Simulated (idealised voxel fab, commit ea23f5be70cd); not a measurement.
process module | voxel self aligned contacts
cross-section cut | 205 nm wide | cells 5 nm
A cross-section is a grid of square cells, given in bands from the top down. A band is one or more rows of cells.
Each band's line starts with the height of the band's top and of its bottom, in nm. Then come its materials from left to right, each with its width in nm. One material with "throughout" fills the band from edge to edge. "air" is empty space.
Height 0 is the level under which the wafer as received is all one material. The lowest band goes on downwards, as in "0 down".
A width such as "30 to 40" changes by the same amount from each row of cells to the next, from the band's top row to its bottom row.
"no change" after a step means that no cell of the cross-section changed.
closed voids: empty space of 8 cells or more with no open way to the top, each as width x height at its distance from the left edge, in nm
after a step's settings: what the simulator itself notes on the step
overlay nm, on a step with a mask: how far to the right of its planned place the mask lay; to the left if negative
plan
1 op RECEIVE | material Si
2 op OXIDIZE | depth nm 5
3 op DIRECTIONAL_DEP | material polySi | thk nm 20
4 op DIRECTIONAL_DEP | material SiN | thk nm 20
5 op PATTERN | tone cover | mask id GATE | material resist | width nm 35 | pitch nm 65 | thk nm 20 | overlay nm 0
6 op DIRECTIONAL_ETCH | etch materials SiN | depth nm 20
7 op DIRECTIONAL_ETCH | etch materials polySi | depth nm 20
8 op STRIP | etch materials resist
9 op CONFORMAL_DEP | material SiN | thk nm 5
10 op DIRECTIONAL_ETCH | etch materials SiN | depth nm 5
11 op FILL_DEP | material SiO2 | thk nm 15
12 op CMP | height nm 50
13 op PATTERN | tone open | mask id CONTACT | material resist | width nm 40 | pitch nm 65 | thk nm 15 | overlay nm 0
14 op DIRECTIONAL_ETCH | etch materials SiO2 | depth nm 55
15 op STRIP | etch materials resist
16 op CONFORMAL_DEP | material TiN | thk nm 5
17 op FILL_DEP | material W | thk nm 5
18 op CMP | height nm 50
19 op CONFORMAL_DEP | material SiN | thk nm 5
as received, after step 1
  0 down: Si throughout
  closed voids: none
first wafer at the end, as planned
  55 to 50: SiN throughout
  50 to 40: SiO2 50 | TiN 5 to 15 | W 30 to 10 | TiN 5 to 15 | SiO2 25 | TiN 5 to 15 | W 30 to 10 | TiN 5 to 15 | SiO2 50
  40 to 20: SiO2 15 | SiN 45 | TiN 5 | W 10 | TiN 5 | SiN 45 | TiN 5 | W 10 | TiN 5 | SiN 45 | SiO2 15
  20 to 0: SiO2 15 | SiN 5 | polySi 35 | SiN 5 | TiN 5 | W 10 | TiN 5 | SiN 5 | polySi 35 | SiN 5 | TiN 5 | W 10 | TiN 5 | SiN 5 | polySi 35 | SiN 5 | SiO2 15
  0 to -5: SiO2 60 | TiN 20 | SiO2 45 | TiN 20 | SiO2 60
  -5 down: Si throughout
  closed voids: none
second wafer at the end: like start, like plan, one mistake
  55 to 50: SiN throughout
  50 to 40: SiO2 50 | TiN 5 to 15 | W 30 to 10 | TiN 5 to 15 | SiO2 25 | TiN 5 to 15 | W 30 to 10 | TiN 5 to 15 | SiO2 50
  40 to 20: SiO2 15 | SiN 45 | TiN 5 | W 10 | TiN 5 | SiN 45 | TiN 5 | W 10 | TiN 5 | SiN 45 | SiO2 15
  20 to 0: SiO2 15 | SiN 5 | polySi 35 | SiN 5 | TiN 5 | W 10 | TiN 5 | SiN 5 | polySi 35 | SiN 5 | TiN 5 | W 10 | TiN 5 | SiN 5 | polySi 35 | SiN 5 | SiO2 15
  0 to -5: SiO2 60 | TiN 20 | SiO2 45 | TiN 20 | SiO2 60
  -5 to -15: SiO2 throughout
  -15 down: Si throughout
  closed voids: none
what went wrong: step 2 ran as: op OXIDIZE | depth nm 15
at the end the second wafer has, in cells: 82 fewer of Si | 82 more of SiO2
